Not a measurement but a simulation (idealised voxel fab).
Proc. module: voxel air gaps
Square cells of 5 nm make up the cross-section cut, whose width is 280 nm.
Square cells in a grid make up a cross-section in this document, and the grid is given as bands, listed from the top down, each one or more rows of cells. First you get the band's top height and its bottom height, in nm, and then the materials it's made of, left to right, with each width in nm. If you see a single material with "full width", that one covers the band edge to edge. "air" is empty space. The reference from which all heights are counted is 0, the level beneath which the as-received wafer is entirely one material; the lowest band, having no lower bound, proceeds downward and is written after the example "0 nm and below". Graded width ("30..40"): value in top row of band = first number; value in bottom row = second number; row-to-row change constant. For the purposes of this document, the phrase "nothing changed" attached to a step denotes that no cell within the cross-section was modified by that step. So "Closed void roster" is basically the list of trapped voids: any empty space of 8 cells or more that can't reach the top through an opening. They're written width x height at distance, the distance being from the left edge, and it's all nm. Whatever follows a step's settings on its line is a remark the simulator itself makes about that step. overlay nm: mask offset rightward from planned place, masked step; negative means leftward offset.

-- The planned process steps are enumerated hereunder
- 1: RECEIVE [material Si]
- 2: CONFORMAL_DEP [material SiO2] [thk nm 10]
- 3: CONFORMAL_DEP [material SiCN] [thk nm 5]
- 4: DIRECTIONAL_DEP [material SiO2] [thk nm 35]
- 5: MASKED_ETCH [tone open] [mask id LINES] [width nm 25] [pitch nm 50] [etch materials SiO2] [depth nm 35] [overlay nm 0]
- 6: CONFORMAL_DEP [material TiN] [thk nm 5]
- 7: FILL_DEP [material Cu] [thk nm 10]
- 8: CMP [height nm 50]
- 9: EPI [material Ru] [thk nm 10]
- 10: SELECTIVE_ETCH [etch materials SiO2] [depth nm 45]
- 11: CONFORMAL_DEP [material SiCN] [thk nm 5]

-- Step 1 complete: cross-section of the wafer as received
> 0 nm and below: Si full width
> Closed void roster: none

-- Figure: cross-sectional view of the wafer upon completion of the module, processed from the initial state and according to the plan depicted above, with one error introduced during execution
> 65 nm to 60 nm: 25 nm air  205 nm SiCN  50 nm air
> 60 nm to 50 nm: 25 nm air  5 nm SiCN  45 nm Ru  5 nm SiCN  45 nm Ru  5 nm SiCN  45 nm Ru  5 nm SiCN  45 nm Ru  5 nm SiCN  50 nm air
> 50 nm to 45 nm: 25 nm air  15 nm SiCN  5 nm TiN  15 nm Cu  5 nm TiN  25 nm SiCN  5 nm TiN  15 nm Cu  5 nm TiN  25 nm SiCN  5 nm TiN  15 nm Cu  5 nm TiN  25 nm SiCN  5 nm TiN  15 nm Cu  5 nm TiN  15 nm SiCN  50 nm air
> 45 nm to 20 nm: 35 nm air  5 nm SiCN  5 nm TiN  15 nm Cu  5 nm TiN  5 nm SiCN  15 nm air  5 nm SiCN  5 nm TiN  15 nm Cu  5 nm TiN  5 nm SiCN  15 nm air  5 nm SiCN  5 nm TiN  15 nm Cu  5 nm TiN  5 nm SiCN  15 nm air  5 nm SiCN  5 nm TiN  15 nm Cu  5 nm TiN  5 nm SiCN  60 nm air
> 20 nm to 15 nm: 40 nm SiCN  25 nm TiN  25 nm SiCN  25 nm TiN  25 nm SiCN  25 nm TiN  25 nm SiCN  25 nm TiN  65 nm SiCN
> 15 nm to 10 nm: SiCN full width
> 10 nm to 0 nm: SiO2 full width
> 0 nm and below: Si full width
> Closed void roster: 15 x 25 at 70; 15 x 25 at 120; 15 x 25 at 170
Deviation from plan: step 5: run off-plan, actual operation and settings MASKED_ETCH [tone open] [mask id LINES] [width nm 25] [pitch nm 50] [etch materials SiO2] [depth nm 35] [overlay nm -10]
